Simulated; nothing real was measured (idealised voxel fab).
This is a process module. Its name is voxel released beams.
The cross-section shown here is cut; it is 255 nm wide and divided into square cells measuring 5 nm on a side.
Just so we're on the same page, the cross-sections are grids of square cells, and they're listed out in bands top to bottom, each band one or more rows deep.
Each band's line starts with the height of the band's top and of its bottom, in nm. Then come its materials from left to right, each with its width in nm. One material with "all across" fills the band from edge to edge. "empty" is empty space.
Where do heights start? At 0: under that level the wafer as delivered is made of one material only. And the lowest band has no floor; it just carries on downward, as in "0 -> down".
The two numbers in a width such as "30 to 40" mark its ends across the band: the first belongs to the top row of cells, the second to the bottom row, and from each row to the next the width moves by the same amount.
The cross-section has no changed cell in any step marked "same as before".
Heads up: "Closed void list" only lists the empty pockets with no open path to the top that are 8 cells or more, and it writes them as width x height at distance, distance from the left edge, in nm.
after a step's settings: what the simulator itself notes on the step
Each step line may optionally specify "overlay nm", which for a step with a mask gives the rightward distance between the mask's planned place and where it lay, a negative value indicating the leftward direction.

[Process steps - plan]
1 RECEIVE (material Si)
2 CONFORMAL_DEP (material Al2O3; thk nm 5)
3 DIRECTIONAL_DEP (material SiO2; thk nm 10)
4 PATTERN (tone open; mask id ANCHOR; material resist; width nm 35; thk nm 20; overlay nm 0)
5 DIRECTIONAL_ETCH (etch materials SiO2; depth nm 20)
6 STRIP (etch materials resist)
7 CONFORMAL_DEP (material SiN; thk nm 15)
8 MASKED_ETCH (tone cover; mask id BEAM; width nm 120; etch materials SiN; depth nm 15; overlay nm 0)
9 STRIP (etch materials SiO2)
Variable across wafers: step 3 thk nm (plan value is that of the first wafer; starting state common to all).

[first wafer as received, after step 1]
  0 -> down  Si all across
  Closed void list: none

[End of module: cross-section of the first of several wafers after step 9, the last step]
  30 -> 20  65 of empty, 20 of SiN, 5 of empty, 95 of SiN, 70 of empty
  20 -> 15  65 of empty, 120 of SiN, 70 of empty
  15 -> 5  70 of empty, 35 of SiN, 150 of empty
  5 -> 0  Al2O3 all across
  0 -> down  Si all across
  Closed void list: none

[Here's the last wafer cross-sectioned at the end of the module]
  5 -> 0  Al2O3 all across
  0 -> down  Si all across
  Closed void list: none

[The rows of the table below are wafers. Looking at the end of the module, a row counts, for every material, the cells the wafer has gained, shown as (+), or lost, shown as (-), since it was received; its closed voids come next]
thk nm 10 | +51 Al2O3 | +84 SiN | Closed void list: none
thk nm 15 | +51 Al2O3 | +90 SiN | Closed void list: none
thk nm 20 | +51 Al2O3 | +96 SiN | Closed void list: none
thk nm 25 | +51 Al2O3 | Closed void list: none
thk nm 30 | +51 Al2O3 | Closed void list: none
thk nm 35 | +51 Al2O3 | Closed void list: none
